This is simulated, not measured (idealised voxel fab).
process module | voxel ribs on slabs
cross-section cut | 155 nm wide | cells 5 nm
A cross-section is a grid of square cells, given in bands from the top down. A band is one or more rows of cells.
Each band's line starts with the height of the band's top and of its bottom, in nm. Then come its materials from left to right, each with its width in nm. One material with "throughout" fills the band from edge to edge. "air" is empty space.
Height 0 is the level under which the wafer as received is all one material. The lowest band goes on downwards, as in "0 down".
A width such as "30 to 40" changes by the same amount from each row of cells to the next, from the band's top row to its bottom row.
"no change" after a step means that no cell of the cross-section changed.
closed voids: empty space of 8 cells or more with no open way to the top, each as width x height at its distance from the left edge, in nm
after a step's settings: what the simulator itself notes on the step
overlay nm, on a step with a mask: how far to the right of its planned place the mask lay; to the left if negative
plan
1 op RECEIVE | material Si
2 op DIRECTIONAL_DEP | material SiO2 | thk nm 20
3 op DIRECTIONAL_DEP | material SiN | thk nm 15
4 op DIRECTIONAL_DEP | material aC | thk nm 15
5 op PATTERN | tone cover | mask id RIB | material resist | width nm 30 | thk nm 35 | overlay nm 0
6 op DIRECTIONAL_ETCH | etch materials aC | depth nm 15
7 op STRIP | etch materials resist
8 op DIRECTIONAL_ETCH | etch materials SiN | depth nm 10
9 op STRIP | etch materials aC
10 op MASKED_ETCH | tone cover | mask id SLAB | width nm 90 | etch materials SiN | depth nm 5 | overlay nm 0
11 op FILL_DEP | material SiO2 | thk nm 15
12 op CMP | height nm 45
13 op DIRECTIONAL_DEP | material W | thk nm 5
14 op MASKED_ETCH | tone cover | mask id HEATER | width nm 40 | etch materials W | depth nm 5 | overlay nm 0
15 op CONFORMAL_DEP | material SiN | thk nm 10
first wafer, as planned
as received, after step 1
  0 down: Si throughout
  closed voids: none
after step 2
  20 to 0: SiO2 throughout
  below 0: unchanged
after step 3
  35 to 20: SiN throughout
  below 20: unchanged
after step 4
  50 to 35: aC throughout
  below 35: unchanged
after step 5
  85 to 50: air 60 | resist 30 | air 65
  below 50: unchanged
after step 6
  70 to 50: air 60 | resist 30 | air 65
  50 to 35: air 60 | aC 30 | air 65
  below 35: unchanged
after step 7
  50 to 35: air 60 | aC 30 | air 65
  below 35: unchanged
after step 8
  50 to 35: air 60 | aC 30 | air 65
  35 to 25: air 60 | SiN 30 | air 65
  below 25: unchanged
after step 9
  35 to 25: air 60 | SiN 30 | air 65
  below 25: unchanged
after step 10
  35 to 25: air 60 | SiN 30 | air 65
  25 to 20: air 30 | SiN 90 | air 35
  below 20: unchanged
after step 11
  50 to 35: SiO2 throughout
  35 to 25: SiO2 60 | SiN 30 | SiO2 65
  25 to 20: SiO2 30 | SiN 90 | SiO2 35
  below 20: unchanged
after step 12
  45 to 35: SiO2 throughout
  below 35: unchanged
after step 13
  50 to 45: W throughout
  below 45: unchanged
after step 14
  50 to 45: air 55 | W 40 | air 60
  below 45: unchanged
after step 15
  60 to 55: air 45 | SiN 60 | air 50
  55 to 50: SiN throughout
  50 to 45: SiN 55 | W 40 | SiN 60
  below 45: unchanged
second wafer: like start, like plan, one mistake. Through step 9 it matches the first wafer
when step 10 should have ended
  30 to 25: air 60 | SiN 30 | air 65
  25 to 20: SiN 30 | air 30 | SiN 30 | air 30 | SiN 35
  below 20: unchanged
when step 11 should have ended
  45 to 30: SiO2 throughout
  30 to 25: SiO2 60 | SiN 30 | SiO2 65
  25 to 20: SiN 30 | SiO2 30 | SiN 30 | SiO2 30 | SiN 35
  below 20: unchanged
when step 12 should have ended: no change
when step 13 should have ended
  50 to 45: W throughout
  below 45: unchanged
when step 14 should have ended
  50 to 45: air 55 | W 40 | air 60
  below 45: unchanged
when step 15 should have ended
  60 to 55: air 45 | SiN 60 | air 50
  55 to 50: SiN throughout
  50 to 45: SiN 55 | W 40 | SiN 60
  below 45: unchanged
what went wrong: step 10 ran as: op MASKED_ETCH | tone open | mask id SLAB | width nm 90 | etch materials SiN | depth nm 5 | overlay nm 0
at the end the second wafer has, in cells: 5 fewer of SiN | 5 more of SiO2
